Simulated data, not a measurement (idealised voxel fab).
process module | voxel fin reveal
cross-section cut | 240 nm wide | cells 5 nm
A cross-section is a grid of square cells, given in bands from the top down. A band is one or more rows of cells.
Each band's line starts with the height of the band's top and of its bottom, in nm. Then come its materials from left to right, each with its width in nm. One material with "throughout" fills the band from edge to edge. "air" is empty space.
Height 0 is the level under which the wafer as received is all one material. The lowest band goes on downwards, as in "0 down".
A width such as "30 to 40" changes by the same amount from each row of cells to the next, from the band's top row to its bottom row.
"no change" after a step means that no cell of the cross-section changed.
closed voids: empty space of 8 cells or more with no open way to the top, each as width x height at its distance from the left edge, in nm
after a step's settings: what the simulator itself notes on the step
overlay nm, on a step with a mask: how far to the right of its planned place the mask lay; to the left if negative
plan
1 op RECEIVE | material Si
2 op CONFORMAL_DEP | material SiN | thk nm 5
3 op PATTERN | tone cover | mask id FINS | material resist | width nm 15 | pitch nm 35 | thk nm 15 | overlay nm -15
4 op DIRECTIONAL_ETCH | etch materials SiN | depth nm 5
5 op DIRECTIONAL_ETCH | etch materials Si | depth nm 35
6 op STRIP | etch materials resist
7 op FILL_DEP | material SiO2 | thk nm 15
8 op CMP | height nm 5
9 op SELECTIVE_ETCH | etch materials SiO2 | depth nm 15
10 op STRIP | etch materials SiN
varied across the wafers: overlay nm of step 3. The plan shows the first wafer's value. All wafers start alike
first wafer as received, after step 1
  0 down: Si throughout
  closed voids: none
first wafer at the end, after step 10
  0 to -10: air 45 | Si 15 | air 20 | Si 15 | air 20 | Si 15 | air 20 | Si 15 | air 75
  -10 to -35: SiO2 45 | Si 15 | SiO2 20 | Si 15 | SiO2 20 | Si 15 | SiO2 20 | Si 15 | SiO2 75
  -35 down: Si throughout
  closed voids: none
last wafer at the end
  0 to -10: air 75 | Si 15 | air 20 | Si 15 | air 20 | Si 15 | air 20 | Si 15 | air 45
  -10 to -35: SiO2 75 | Si 15 | SiO2 20 | Si 15 | SiO2 20 | Si 15 | SiO2 20 | Si 15 | SiO2 45
  -35 down: Si throughout
  closed voids: none
each wafer at the end: cells of each material gained (+) or lost (-) since it was received, then its closed voids
overlay nm -15 | -252 Si | +180 SiO2 | closed voids: none
overlay nm -10 | -252 Si | +180 SiO2 | closed voids: none
overlay nm -5 | -252 Si | +180 SiO2 | closed voids: none
overlay nm 0 | -252 Si | +180 SiO2 | closed voids: none
overlay nm 5 | -252 Si | +180 SiO2 | closed voids: none
overlay nm 10 | -252 Si | +180 SiO2 | closed voids: none
overlay nm 15 | -252 Si | +180 SiO2 | closed voids: none
